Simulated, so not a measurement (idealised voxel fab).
You're looking at the process module voxel self aligned contacts.
Displayed cross-section: cut, width of 220 nm, square cells sized 5 nm.
Cross-section, as written here: a square-cell grid given band by band from the top down, where a band holds one or more rows of cells.
Look at the band entry: it leads with the top's height and the bottom's height in nm. Then it lists the materials left to right, with a width in nm for each. The word "full width" on a single material says that material fills the band edge to edge. The word "air" is empty space.
Height datum 0, below which the as-received substrate wafer is one material. Lowest band open at the bottom, running downward: "from 0 down".
Top row gets the first number, bottom row gets the second, and each row in between changes by the same step: that is how a band width like "30..40" works.
Reading "remained the same" for a step: not a cell of the cross-section changed in it.
Empty spaces without an open route to the top, at least 8 cells in extent, make up the entry "Sealed voids"; each is given as width x height at distance, where the distance is measured from the left edge, and all are in nm.
Text after the settings on a step's line: the simulator's own remark on that step.
The optional step-line setting "overlay nm" applies to steps with a mask and quantifies how far to the right of its planned location the mask lay, a negative value indicating leftward placement.

THE PLANNED PROCESS STEPS ARE ENUMERATED HEREUNDER
1) RECEIVE | material Si
2) OXIDIZE | depth nm 5
3) DIRECTIONAL_DEP | material polySi | thk nm 30
4) DIRECTIONAL_DEP | material SiN | thk nm 15
5) MASKED_ETCH | tone cover | mask id GATE | width nm 30 | pitch nm 60 | etch materials SiN | depth nm 15 | overlay nm 0
6) MASKED_ETCH | tone cover | mask id GATE | width nm 30 | pitch nm 60 | etch materials polySi | depth nm 30 | overlay nm 0
7) CONFORMAL_DEP | material SiN | thk nm 5
8) DIRECTIONAL_ETCH | etch materials SiN | depth nm 5
9) FILL_DEP | material SiO2 | thk nm 15
10) CMP | height nm 55
11) PATTERN | tone open | mask id CONTACT | material resist | width nm 40 | pitch nm 60 | thk nm 20 | overlay nm 0
12) DIRECTIONAL_ETCH | etch materials SiO2 | depth nm 60
13) STRIP | etch materials resist
14) CONFORMAL_DEP | material TiN | thk nm 5
15) FILL_DEP | material W | thk nm 5
16) CMP | height nm 55
17) CONFORMAL_DEP | material SiN | thk nm 5

WAFER AT RECEIPT (POST STEP 1), CROSS-SECTION
	from 0 down  Si full width
	Sealed voids: none

CROSS-SECTION: FIRST OF TWO WAFERS, MODULE FINISHED, RUN ACCORDING TO PLAN
	from 60 to 55  SiN full width
	from 55 to 45  SiO2 (60); TiN (5..15); W (30..10); TiN (5..15); SiO2 (20); TiN (5..15); W (30..10); TiN (5..15); SiO2 (60)
	from 45 to 30  SiO2 (30); SiN (40); TiN (5); W (10); TiN (5); SiN (40); TiN (5); W (10); TiN (5); SiN (40); SiO2 (30)
	from 30 to 0  SiO2 (30); SiN (5); polySi (30); SiN (5); TiN (5); W (10); TiN (5); SiN (5); polySi (30); SiN (5); TiN (5); W (10); TiN (5); SiN (5); polySi (30); SiN (5); SiO2 (30)
	from 0 to -5  SiO2 (70); TiN (20); SiO2 (40); TiN (20); SiO2 (70)
	from -5 down  Si full width
	Sealed voids: none

SECOND OF TWO WAFERS, MODULE COMPLETE, SECTIONED: IT SHARES THE FIRST WAFER'S START AND PLAN BUT WAS RUN WITH ONE MISTAKE
	from 60 to 55  SiN full width
	from 55 to 45  SiO2 (60); TiN (5..15); W (30..10); TiN (5..15); SiO2 (20); TiN (5..15); W (30..10); TiN (5..15); SiO2 (60)
	from 45 to 30  SiO2 (30); SiN (40); TiN (5); W (10); TiN (5); SiN (40); TiN (5); W (10); TiN (5); SiN (40); SiO2 (30)
	from 30 to 5  SiO2 (30); SiN (5); polySi (30); SiN (5); TiN (5); W (10); TiN (5); SiN (5); polySi (30); SiN (5); TiN (5); W (10); TiN (5); SiN (5); polySi (30); SiN (5); SiO2 (30)
	from 5 to 0  SiO2 (30); SiN (5); polySi (30); SiN (5); TiN (20); SiN (5); polySi (30); SiN (5); TiN (20); SiN (5); polySi (30); SiN (5); SiO2 (30)
	from 0 down  Si full width
	Sealed voids: none
Against the plan, the run slipped here: it should be noted that step 2 of the plan was omitted and was not performed
Final wafer comparison in cells, second versus first, more or fewer per material: +44 Si | -36 SiO2 | -4 TiN | -4 W
